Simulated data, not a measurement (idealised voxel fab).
Title: Process Module voxel double patterning
In the cross-section labelled cut, the width is 290 nm and each square cell is 5 nm.
Each cross-section below is a grid of square cells, stated as bands in top-down order, with one or more rows of cells making up each band.
Within each band entry, the heights of the top and of the bottom of the band appear first, in that order and in nm; the materials of the band then follow from left to right, each with its corresponding width in nm. The designation "edge to edge" on a single material indicates that it fills the band from edge to edge; the designation "air" indicates empty space.
Ref level 0: as-received wafer is one material below here. Bottom band extends down with no lower bound ("top 0, no bottom").
With a width like "30..40", each row of cells in the band differs from the next by the same amount, the top row carrying the first number and the bottom row the second.
"left unchanged" means the step left every cell of the cross-section as it was.
In "Closed empty spaces" the enclosed voids are listed, meaning empty spaces of 8 cells or larger without any opening to the top. The form is width x height at distance, distance from the left edge, units nm.
On each step's line, the part that comes after the settings is the simulator's own comment on the step.
Each step line may optionally specify "overlay nm", which for a step with a mask gives the rightward distance between the mask's planned place and where it lay, a negative value indicating the leftward direction.

Steps planned for the process:
| 1 | RECEIVE with material Si |
| 2 | CONFORMAL_DEP with material SiO2, thk nm 5 |
| 3 | DIRECTIONAL_DEP with material polySi, thk nm 10 |
| 4 | DIRECTIONAL_DEP with material SiCN, thk nm 5 |
| 5 | PATTERN with tone open, mask id FIRST, material resist, width nm 15, pitch nm 50, thk nm 20, overlay nm 0 |
| 6 | DIRECTIONAL_ETCH with etch materials SiCN, depth nm 5 |
| 7 | STRIP with etch materials resist |
| 8 | PATTERN with tone open, mask id SECOND, material resist, width nm 15, thk nm 15, overlay nm 0 |
| 9 | DIRECTIONAL_ETCH with etch materials SiCN, depth nm 5 |
| 10 | STRIP with etch materials resist |
| 11 | DIRECTIONAL_ETCH with etch materials polySi, depth nm 10 |
| 12 | STRIP with etch materials SiCN |

Below: the first of two wafers, run as planned:

Here's what the wafer looked like in cross-section when it arrived - that's after step 1:
top 0, no bottom | Si edge to edge
Closed empty spaces: none

After step 2: wafer cross-section:
top 5, bottom 0 | SiO2 edge to edge
Unchanged below 0.

After step 3: wafer cross-section:
top 15, bottom 5 | polySi edge to edge
Unchanged below 5.

After step 4: wafer cross-section:
top 20, bottom 15 | SiCN edge to edge
Unchanged below 15.

After step 5: wafer cross-section:
top 40, bottom 20 | resist=110, air=15, resist=35, air=15, resist=115
Unchanged below 20.

After step 6: wafer cross-section:
top 40, bottom 20 | resist=110, air=15, resist=35, air=15, resist=115
top 20, bottom 15 | SiCN=110, air=15, SiCN=35, air=15, SiCN=115
Unchanged below 15.

After step 7: wafer cross-section:
top 20, bottom 15 | SiCN=110, air=15, SiCN=35, air=15, SiCN=115
Unchanged below 15.

After step 8: wafer cross-section:
top 35, bottom 20 | resist=135, air=15, resist=140
top 20, bottom 15 | SiCN=110, resist=15, SiCN=35, resist=15, SiCN=115
Unchanged below 15.

After step 9: wafer cross-section:
top 35, bottom 20 | resist=135, air=15, resist=140
top 20, bottom 15 | SiCN=110, resist=15, SiCN=10, air=15, SiCN=10, resist=15, SiCN=115
Unchanged below 15.

After step 10: wafer cross-section:
top 20, bottom 15 | SiCN=110, air=15, SiCN=10, air=15, SiCN=10, air=15, SiCN=115
Unchanged below 15.

After step 11: wafer cross-section:
top 20, bottom 15 | SiCN=110, air=15, SiCN=10, air=15, SiCN=10, air=15, SiCN=115
top 15, bottom 5 | polySi=110, air=15, polySi=10, air=15, polySi=10, air=15, polySi=115
Unchanged below 5.

After step 12: wafer cross-section:
top 15, bottom 5 | polySi=110, air=15, polySi=10, air=15, polySi=10, air=15, polySi=115
Unchanged below 5.

Companion wafer, the second of two: same beginning, same intended sequence, one mistake in carrying it out; through step 4 inclusive it tracks the first exactly:

Second wafer, section view, time point: scheduled end of step 5:
top 40, bottom 20 | air=110, resist=15, air=35, resist=15, air=115
Unchanged below 20.

Second wafer, section view, time point: scheduled end of step 6:
top 40, bottom 20 | air=110, resist=15, air=35, resist=15, air=115
top 20, bottom 15 | air=110, SiCN=15, air=35, SiCN=15, air=115
Unchanged below 15.

Second wafer, section view, time point: scheduled end of step 7:
top 20, bottom 15 | air=110, SiCN=15, air=35, SiCN=15, air=115
Unchanged below 15.

Second wafer, section view, time point: scheduled end of step 8:
top 35, bottom 20 | resist=135, air=15, resist=140
top 20, bottom 15 | resist=110, SiCN=15, resist=10, air=15, resist=10, SiCN=15, resist=115
Unchanged below 15.

Second wafer, section view, time point: scheduled end of step 9: left unchanged

Second wafer, section view, time point: scheduled end of step 10:
top 20, bottom 15 | air=110, SiCN=15, air=35, SiCN=15, air=115
Unchanged below 15.

Second wafer, section view, time point: scheduled end of step 11:
top 20, bottom 15 | air=110, SiCN=15, air=35, SiCN=15, air=115
top 15, bottom 5 | air=110, polySi=15, air=35, polySi=15, air=115
Unchanged below 5.

Second wafer, section view, time point: scheduled end of step 12:
top 15, bottom 5 | air=110, polySi=15, air=35, polySi=15, air=115
Unchanged below 5.
Against the plan, the run slipped here: step 5 ran as: PATTERN with tone cover, mask id FIRST, material resist, width nm 15, pitch nm 50, thk nm 20, overlay nm 0
at the end the second wafer has, in cells: polySi: 86 fewer
